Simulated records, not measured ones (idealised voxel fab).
process module | voxel released beams
cross-section cut | 260 nm wide | cells 5 nm
The cross-sections in this document take the form of a grid made of square cells. They are written out as bands, in order from top to bottom. Each band consists of one or more rows of cells.
This entry defines a band. It first specifies the height of the band's top and the height of its bottom in nm, and then specifies the band's materials from left to right, stating each material with its width in nm. The word "all across" identifies a single material that fills the band from edge to edge, while the word "blank" identifies empty space.
Where do heights start? At 0: under that level the wafer as delivered is made of one material only. And the lowest band has no floor; it just carries on downward, as in "0..down".
The two numbers in a width such as "30->40" mark its ends across the band: the first belongs to the top row of cells, the second to the bottom row, and from each row to the next the width moves by the same amount.
The designation "no alterations made", where it is given for a processing step, indicates that no cell of the cross-section was altered in the course of that step.
"Closed cavities": empty spaces of 8 cells or more with no open way to the top, each given as width x height at distance, distance from the left edge, all in nm.
after a step's settings: what the simulator itself notes on the step
The line of a step may include "overlay nm". On a step with a mask, this value is how far to the right of its planned place the mask lay. A negative value means the mask lay to the left.

**Process steps (planned)**
1) RECEIVE, material Si
2) CONFORMAL_DEP, material SiN, thk nm 10
3) DIRECTIONAL_DEP, material SiO2, thk nm 10
4) MASKED_ETCH, tone open, mask id ANCHOR, width nm 40, etch materials SiO2, depth nm 10, overlay nm 0
5) CONFORMAL_DEP, material TiN, thk nm 15
6) DIRECTIONAL_DEP, material aC, thk nm 15
7) PATTERN, tone cover, mask id BEAM, material resist, width nm 110, thk nm 30, overlay nm 0
8) DIRECTIONAL_ETCH, etch materials aC, depth nm 15
9) STRIP, etch materials resist
10) DIRECTIONAL_ETCH, etch materials TiN, depth nm 15
11) STRIP, etch materials aC
12) STRIP, etch materials SiO2

**Here's what the wafer looked like in cross-section when it arrived - that's after step 1**
  0..down: Si all across
  Closed cavities: none

**First of two wafers at the end of the module, shown in cross-section; run carried out as planned**
  35..25: 70 blank | 20 TiN | 10 blank | 80 TiN | 80 blank
  25..20: 70 blank | 110 TiN | 80 blank
  20..10: 75 blank | 40 TiN | 145 blank
  10..0: SiN all across
  0..down: Si all across
  Closed cavities: none

**Wafer two, sectioned after the module: the first wafer's start, the first wafer's plan, and one mistake in how it was run**
  50..35: 70 blank | 110 TiN | 80 blank
  35..20: TiN all across
  20..10: 75 SiO2 | 40 TiN | 145 SiO2
  10..0: SiN all across
  0..down: Si all across
  Closed cavities: none
Error vs. plan: step 5 was run twice
In the final state, the cell counts of the second wafer exceed or fall short of those of the first for the following materials: SiO2: 88 more, TiN: 160 more
